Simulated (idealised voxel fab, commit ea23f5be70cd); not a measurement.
Process module in this document: voxel transistor to metal
cross-section cut | 295 nm wide | cells 5 nm
For the purposes of this document, a cross-section shall be understood as a grid of square cells, specified as bands listed in top-to-bottom order, each band consisting of one or more rows of cells. Heights first: top, then bottom, in nm. Then materials, left to right, each with a width in nm. "edge to edge" on a single material: fills the band edge to edge. "empty": empty space. The level at which height equals 0 is the one under which the wafer, as it arrives, is entirely one material. No lower edge exists for the bottom band, which continues downward and is notated as in "z 0 and below". Width: "30..40" (first number = top row, second number = bottom row, same change from row to row of cells). It should be understood that the words "everything unchanged", when stated for a given step, signify that the cross-section underwent no change in any of its cells during that step. Entry "Trapped cavities". Content: empty spaces with no open connection to the top, size 8 cells or greater. Each: width x height at distance. Distance: from left edge. Unit: nm. Whatever follows a step's settings on its line is a remark the simulator itself makes about that step. overlay nm: how far to the right of its planned place the mask lay on this masked step (negative: to the left).
Process steps foreseen in the plan
1. op RECEIVE | material Si
2. op OXIDIZE | depth nm 5
3. op CONFORMAL_DEP | material SiN | thk nm 15
4. op DIRECTIONAL_DEP | material aC | thk nm 10
5. op PATTERN | tone cover | mask id ACTIVE | material resist | width nm 95 | pitch nm 125 | thk nm 30 | overlay nm 0
6. op DIRECTIONAL_ETCH | etch materials aC | depth nm 10
7. op STRIP | etch materials resist
8. op DIRECTIONAL_ETCH | etch materials SiN | depth nm 15
9. op DIRECTIONAL_ETCH | etch materials SiO2 | depth nm 5
10. op DIRECTIONAL_ETCH | etch materials Si | depth nm 35
11. op STRIP | etch materials aC
12. op OXIDIZE | depth nm 5
13. op FILL_DEP | material SiO2 | thk nm 15
14. op CMP | height nm 15
15. op SELECTIVE_ETCH | etch materials SiO2 | depth nm 5
16. op STRIP | etch materials SiN
17. op SELECTIVE_ETCH | etch materials SiO2 | depth nm 5
18. op OXIDIZE | depth nm 5
19. op DIRECTIONAL_DEP | material polySi | thk nm 30
20. op DIRECTIONAL_DEP | material SiCN | thk nm 15
21. op MASKED_ETCH | tone cover | mask id GATE | width nm 25 | pitch nm 125 | etch materials SiCN | depth nm 25 | overlay nm 0
22. op MASKED_ETCH | tone cover | mask id GATE | width nm 25 | pitch nm 125 | etch materials polySi | depth nm 40 | overlay nm 0
23. op CONFORMAL_DEP | material SiN | thk nm 5
24. op DIRECTIONAL_ETCH | etch materials SiN | depth nm 5
25. op DIRECTIONAL_ETCH | etch materials SiO2 | depth nm 5
26. op EPI | material nSi | thk nm 5
27. op FILL_DEP | material SiO2 | thk nm 5
28. op CMP | height nm 40
29. op DIRECTIONAL_DEP | material SiO2 | thk nm 10
30. op DIRECTIONAL_DEP | material aC | thk nm 10
31. op PATTERN | tone open | mask id CONTACT | material resist | width nm 25 | thk nm 30 | overlay nm 0
32. op DIRECTIONAL_ETCH | etch materials aC | depth nm 10
33. op STRIP | etch materials resist
34. op DIRECTIONAL_ETCH | etch materials SiO2 | depth nm 55
35. op STRIP | etch materials aC
36. op CONFORMAL_DEP | material TiN | thk nm 5
37. op FILL_DEP | material Ru | thk nm 10
38. op CMP | height nm 50
39. op DIRECTIONAL_DEP | material TiN | thk nm 5
40. op DIRECTIONAL_DEP | material W | thk nm 15
41. op DIRECTIONAL_DEP | material aC | thk nm 15
42. op PATTERN | tone cover | mask id METAL_1 | material resist | width nm 15 | thk nm 35 | overlay nm 0
43. op DIRECTIONAL_ETCH | etch materials aC | depth nm 15
44. op STRIP | etch materials resist
45. op DIRECTIONAL_ETCH | etch materials W | depth nm 15
46. op DIRECTIONAL_ETCH | etch materials TiN | depth nm 5
47. op STRIP | etch materials aC
48. op FILL_DEP | material SiO2 | thk nm 5
49. op CMP | height nm 70
50. op CONFORMAL_DEP | material SiN | thk nm 5
Cross-section of the wafer at receipt, which is the condition after step 1
  z 0 and below = Si edge to edge
  Trapped cavities: none
First of two wafers, end-of-module section, run followed plan
  z 75 to 70 = SiN edge to edge
  z 70 to 55 = SiO2=40; W=15; SiO2=55; W=15; SiO2=40; W=15; SiO2=55; W=15; SiO2=45
  z 55 to 50 = SiO2=40; TiN=15; SiO2=55; TiN=15; SiO2=40; TiN=15; SiO2=55; TiN=15; SiO2=45
  z 50 to 40 = SiO2=40; TiN=5; Ru=15; TiN=5; SiO2=35; TiN=5; Ru=15; TiN=5; SiO2=40; TiN=5; Ru=15; TiN=5; SiO2=35; TiN=5; Ru=15; TiN=5; SiO2=45
  z 40 to 25 = SiO2=40; TiN=5; Ru=15; TiN=5; SiN=5; SiCN=25; SiN=5; TiN=5; Ru=15; TiN=5; SiO2=40; TiN=5; Ru=15; TiN=5; SiN=5; SiCN=25; SiN=5; TiN=5; Ru=15; TiN=5; SiO2=45
  z 25 to 5 = SiO2=40; TiN=5; Ru=15; TiN=5; SiN=5; polySi=25; SiN=5; TiN=5; Ru=15; TiN=5; SiO2=40; TiN=5; Ru=15; TiN=5; SiN=5; polySi=25; SiN=5; TiN=5; Ru=15; TiN=5; SiO2=45
  z 5 to 0 = SiO2=30; SiN=5; SiO2=5; TiN=5; Ru=15; TiN=5; SiN=5; polySi=25; SiN=5; TiN=5; Ru=15; TiN=5; SiO2=5; SiN=5; SiO2=20; SiN=5; SiO2=5; TiN=5; Ru=15; TiN=5; SiN=5; polySi=25; SiN=5; TiN=5; Ru=15; TiN=5; SiO2=5; SiN=5; SiO2=35
  z 0 to -5 = SiO2=30; SiN=5; SiO2=5; TiN=25; SiN=5; polySi=25; SiN=5; TiN=25; SiO2=5; SiN=5; SiO2=20; SiN=5; SiO2=5; TiN=25; SiN=5; polySi=25; SiN=5; TiN=25; SiO2=5; SiN=5; SiO2=35
  z -5 to -10 = SiO2=35; nSi=30; SiO2=35; nSi=30; SiO2=30; nSi=30; SiO2=35; nSi=30; SiO2=40
  z -10 to -45 = SiO2=40; Si=85; SiO2=40; Si=85; SiO2=45
  z -45 and below = Si edge to edge
  Trapped cavities: none
Presented here is a cross-section of the second of the two wafers as it stood at the end of the module. It was started in the same manner and assigned the same plan as the first wafer; however, one mistake was made in its execution
  z 75 to 70 = SiN edge to edge
  z 70 to 55 = SiO2=40; W=15; SiO2=55; W=15; SiO2=40; W=15; SiO2=55; W=15; SiO2=45
  z 55 to 50 = SiO2=40; TiN=15; SiO2=55; TiN=15; SiO2=40; TiN=15; SiO2=55; TiN=15; SiO2=45
  z 50 to 40 = SiO2=40; TiN=5; Ru=15; TiN=5; SiO2=35; TiN=5; Ru=15; TiN=5; SiO2=40; TiN=5; Ru=15; TiN=5; SiO2=35; TiN=5; Ru=15; TiN=5; SiO2=45
  z 40 to 30 = SiO2=40; TiN=5; Ru=15; TiN=5; SiN=5; SiCN=25; SiN=5; TiN=5; Ru=15; TiN=5; SiO2=40; TiN=5; Ru=15; TiN=5; SiN=5; SiCN=25; SiN=5; TiN=5; Ru=15; TiN=5; SiO2=45
  z 30 to 5 = SiO2=40; TiN=5; Ru=15; TiN=5; SiN=5; polySi=25; SiN=5; TiN=5; Ru=15; TiN=5; SiO2=40; TiN=5; Ru=15; TiN=5; SiN=5; polySi=25; SiN=5; TiN=5; Ru=15; TiN=5; SiO2=45
  z 5 to 0 = SiO2=35; SiN=5; TiN=25; SiN=5; polySi=25; SiN=5; TiN=25; SiN=5; SiO2=30; SiN=5; TiN=25; SiN=5; polySi=25; SiN=5; TiN=25; SiN=5; SiO2=40
  z 0 to -5 = SiO2=40; nSi=25; SiO2=35; nSi=25; SiO2=40; nSi=25; SiO2=35; nSi=25; SiO2=45
  z -5 to -45 = SiO2=40; Si=85; SiO2=40; Si=85; SiO2=45
  z -45 and below = Si edge to edge
  Trapped cavities: none
what went wrong: the processing plan was not followed for steps 16 and 17, which were run with their positions exchanged
The second wafer ends with more or fewer cells of some materials than the first, per final count: -12 Ru | +34 Si | -10 SiCN | -8 SiN | +8 SiO2 | -8 TiN | -4 nSi
